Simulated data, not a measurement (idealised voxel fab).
process module | voxel double patterning
cross-section cut | 170 nm wide | cells 5 nm
A cross-section is a grid of square cells, given in bands from the top down. A band is one or more rows of cells.
Each band's line starts with the height of the band's top and of its bottom, in nm. Then come its materials from left to right, each with its width in nm. One material with "throughout" fills the band from edge to edge. "air" is empty space.
Height 0 is the level under which the wafer as received is all one material. The lowest band goes on downwards, as in "0 down".
A width such as "30 to 40" changes by the same amount from each row of cells to the next, from the band's top row to its bottom row.
"no change" after a step means that no cell of the cross-section changed.
closed voids: empty space of 8 cells or more with no open way to the top, each as width x height at its distance from the left edge, in nm
after a step's settings: what the simulator itself notes on the step
overlay nm, on a step with a mask: how far to the right of its planned place the mask lay; to the left if negative
plan
1 op RECEIVE | material Si
2 op CONFORMAL_DEP | material SiN | thk nm 5
3 op DIRECTIONAL_DEP | material SiO2 | thk nm 10
4 op DIRECTIONAL_DEP | material SiCN | thk nm 5
5 op DIRECTIONAL_DEP | material aC | thk nm 10
6 op PATTERN | tone open | mask id FIRST | material resist | width nm 15 | pitch nm 50 | thk nm 30 | overlay nm 0
7 op DIRECTIONAL_ETCH | etch materials aC | depth nm 10
8 op STRIP | etch materials resist
9 op DIRECTIONAL_ETCH | etch materials SiCN | depth nm 5
10 op STRIP | etch materials aC
11 op PATTERN | tone open | mask id SECOND | material resist | width nm 15 | pitch nm 50 | thk nm 20 | overlay nm 0
12 op DIRECTIONAL_ETCH | etch materials SiCN | depth nm 5
13 op STRIP | etch materials resist
14 op DIRECTIONAL_ETCH | etch materials SiO2 | depth nm 10
15 op STRIP | etch materials SiCN
first wafer, as planned
as received, after step 1
  0 down: Si throughout
  closed voids: none
after step 2
  5 to 0: SiN throughout
  below 0: unchanged
after step 3
  15 to 5: SiO2 throughout
  below 5: unchanged
after step 4
  20 to 15: SiCN throughout
  below 15: unchanged
after step 5
  30 to 20: aC throughout
  below 20: unchanged
after step 6
  60 to 30: resist 25 | air 15 | resist 35 | air 15 | resist 35 | air 15 | resist 30
  below 30: unchanged
after step 7
  50 to 30: resist 25 | air 15 | resist 35 | air 15 | resist 35 | air 15 | resist 30
  30 to 20: aC 25 | air 15 | aC 35 | air 15 | aC 35 | air 15 | aC 30
  below 20: unchanged
after step 8
  30 to 20: aC 25 | air 15 | aC 35 | air 15 | aC 35 | air 15 | aC 30
  below 20: unchanged
after step 9
  30 to 20: aC 25 | air 15 | aC 35 | air 15 | aC 35 | air 15 | aC 30
  20 to 15: SiCN 25 | air 15 | SiCN 35 | air 15 | SiCN 35 | air 15 | SiCN 30
  below 15: unchanged
after step 10
  20 to 15: SiCN 25 | air 15 | SiCN 35 | air 15 | SiCN 35 | air 15 | SiCN 30
  below 15: unchanged
after step 11
  40 to 20: resist 50 | air 15 | resist 35 | air 15 | resist 55
  20 to 15: SiCN 25 | resist 15 | SiCN 35 | resist 15 | SiCN 35 | resist 15 | SiCN 30
  below 15: unchanged
after step 12
  40 to 20: resist 50 | air 15 | resist 35 | air 15 | resist 55
  20 to 15: SiCN 25 | resist 15 | SiCN 10 | air 15 | SiCN 10 | resist 15 | SiCN 10 | air 15 | SiCN 10 | resist 15 | SiCN 30
  below 15: unchanged
after step 13
  20 to 15: SiCN 25 | air 15 | SiCN 10 | air 15 | SiCN 10 | air 15 | SiCN 10 | air 15 | SiCN 10 | air 15 | SiCN 30
  below 15: unchanged
after step 14
  20 to 15: SiCN 25 | air 15 | SiCN 10 | air 15 | SiCN 10 | air 15 | SiCN 10 | air 15 | SiCN 10 | air 15 | SiCN 30
  15 to 5: SiO2 25 | air 15 | SiO2 10 | air 15 | SiO2 10 | air 15 | SiO2 10 | air 15 | SiO2 10 | air 15 | SiO2 30
  below 5: unchanged
after step 15
  15 to 5: SiO2 25 | air 15 | SiO2 10 | air 15 | SiO2 10 | air 15 | SiO2 10 | air 15 | SiO2 10 | air 15 | SiO2 30
  below 5: unchanged
second wafer: like start, like plan, one mistake. Through step 5 it matches the first wafer
when step 6 should have ended
  60 to 30: resist 20 | air 25 | resist 25 | air 25 | resist 25 | air 25 | resist 25
  below 30: unchanged
when step 7 should have ended
  50 to 30: resist 20 | air 25 | resist 25 | air 25 | resist 25 | air 25 | resist 25
  30 to 20: aC 20 | air 25 | aC 25 | air 25 | aC 25 | air 25 | aC 25
  below 20: unchanged
when step 8 should have ended
  30 to 20: aC 20 | air 25 | aC 25 | air 25 | aC 25 | air 25 | aC 25
  below 20: unchanged
when step 9 should have ended
  30 to 20: aC 20 | air 25 | aC 25 | air 25 | aC 25 | air 25 | aC 25
  20 to 15: SiCN 20 | air 25 | SiCN 25 | air 25 | SiCN 25 | air 25 | SiCN 25
  below 15: unchanged
when step 10 should have ended
  20 to 15: SiCN 20 | air 25 | SiCN 25 | air 25 | SiCN 25 | air 25 | SiCN 25
  below 15: unchanged
when step 11 should have ended
  40 to 20: resist 50 | air 15 | resist 35 | air 15 | resist 55
  20 to 15: SiCN 20 | resist 25 | SiCN 25 | resist 25 | SiCN 25 | resist 25 | SiCN 25
  below 15: unchanged
when step 12 should have ended
  40 to 20: resist 50 | air 15 | resist 35 | air 15 | resist 55
  20 to 15: SiCN 20 | resist 25 | SiCN 5 | air 15 | SiCN 5 | resist 25 | SiCN 5 | air 15 | SiCN 5 | resist 25 | SiCN 25
  below 15: unchanged
when step 13 should have ended
  20 to 15: SiCN 20 | air 25 | SiCN 5 | air 15 | SiCN 5 | air 25 | SiCN 5 | air 15 | SiCN 5 | air 25 | SiCN 25
  below 15: unchanged
when step 14 should have ended
  20 to 15: SiCN 20 | air 25 | SiCN 5 | air 15 | SiCN 5 | air 25 | SiCN 5 | air 15 | SiCN 5 | air 25 | SiCN 25
  15 to 5: SiO2 20 | air 25 | SiO2 5 | air 15 | SiO2 5 | air 25 | SiO2 5 | air 15 | SiO2 5 | air 25 | SiO2 25
  below 5: unchanged
when step 15 should have ended
  15 to 5: SiO2 20 | air 25 | SiO2 5 | air 15 | SiO2 5 | air 25 | SiO2 5 | air 15 | SiO2 5 | air 25 | SiO2 25
  below 5: unchanged
what went wrong: step 6 ran as: op PATTERN | tone open | mask id FIRST | material resist | width nm 25 | pitch nm 50 | thk nm 30 | overlay nm 0
at the end the second wafer has, in cells: 12 fewer of SiO2
